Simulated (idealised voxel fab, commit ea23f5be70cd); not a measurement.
Presented below is a process module, voxel double patterning.
Section cut is 260 nm wide and gridded with 5 nm square cells.
Throughout this document, each cross-section is represented as a grid of square cells and is presented as a sequence of bands enumerated from the top downward, where a band comprises one or more rows of cells. For a band, the entry starts with two heights in nm, that of the top and then that of the bottom, and carries on with the band's materials in order from left to right, each alongside its width in nm; the word "everywhere" beside a single material means it fills the band edge to edge, and "blank" means empty space. Counting heights begins at 0, where everything beneath is, in the wafer as received, one material. The lowest band has no bottom; it goes on downwards, as "0 and below" shows. Width spec "30 to 40" -> top row of cells at first value, bottom row at second value, equal per-row change in between. No cell of the cross-section changed in a step that is given as "nothing was modified". "Sealed cavities" means: voids of 8 cells or more that are shut off from the top with no open way through. Written width x height at distance, distance from the left edge, in nm. On each step's line, the part that comes after the settings is the simulator's own comment on the step. The "overlay nm" setting may appear on a step's line; for a step that uses a mask, it gives how far to the right of its planned position the mask lay, and a negative value indicates the left.

[Here's what the planned process steps look like]
1,RECEIVE [material Si]
2,CONFORMAL_DEP [material SiN] [thk nm 10]
3,DIRECTIONAL_DEP [material SiO2] [thk nm 15]
4,DIRECTIONAL_DEP [material SiCN] [thk nm 10]
5,PATTERN [tone open] [mask id FIRST] [material resist] [width nm 15] [pitch nm 50] [thk nm 15] [overlay nm 0]
6,DIRECTIONAL_ETCH [etch materials SiCN] [depth nm 10]
7,STRIP [etch materials resist]
8,DIRECTIONAL_DEP [material aC] [thk nm 15]
9,PATTERN [tone open] [mask id SECOND] [material resist] [width nm 15] [thk nm 35] [overlay nm 0]
10,DIRECTIONAL_ETCH [etch materials aC] [depth nm 15]
11,STRIP [etch materials resist]
12,DIRECTIONAL_ETCH [etch materials SiCN] [depth nm 10]
13,STRIP [etch materials aC]
14,DIRECTIONAL_ETCH [etch materials SiO2] [depth nm 15]
15,STRIP [etch materials SiCN]

[The cross-section here shows the wafer as received, i.e. in its state after step 1]
* 0 and below | Si everywhere
* Sealed cavities: none

[Wafer cross-section at module end: first of two, run to plan]
* 25 down to 10 | SiO2=95; blank=15; SiO2=10; blank=15; SiO2=10; blank=15; SiO2=100
* 10 down to 0 | SiN everywhere
* 0 and below | Si everywhere
* Sealed cavities: none

[Wafer two, end of module, cross-section. Same start, same plan as wafer one. One mistake in the run]
* 25 down to 10 | SiO2=90; blank=25; SiO2=5; blank=15; SiO2=5; blank=25; SiO2=95
* 10 down to 0 | SiN everywhere
* 0 and below | Si everywhere
* Sealed cavities: none
Heads up, the wafer didn't run the way we planned it: in deviation from the planned setting, step 5 was conducted as PATTERN [tone open] [mask id FIRST] [material resist] [width nm 25] [pitch nm 50] [thk nm 15] [overlay nm 0]
Final tally in cells, some materials are higher or lower on the second wafer than on the first: 12 fewer of SiO2
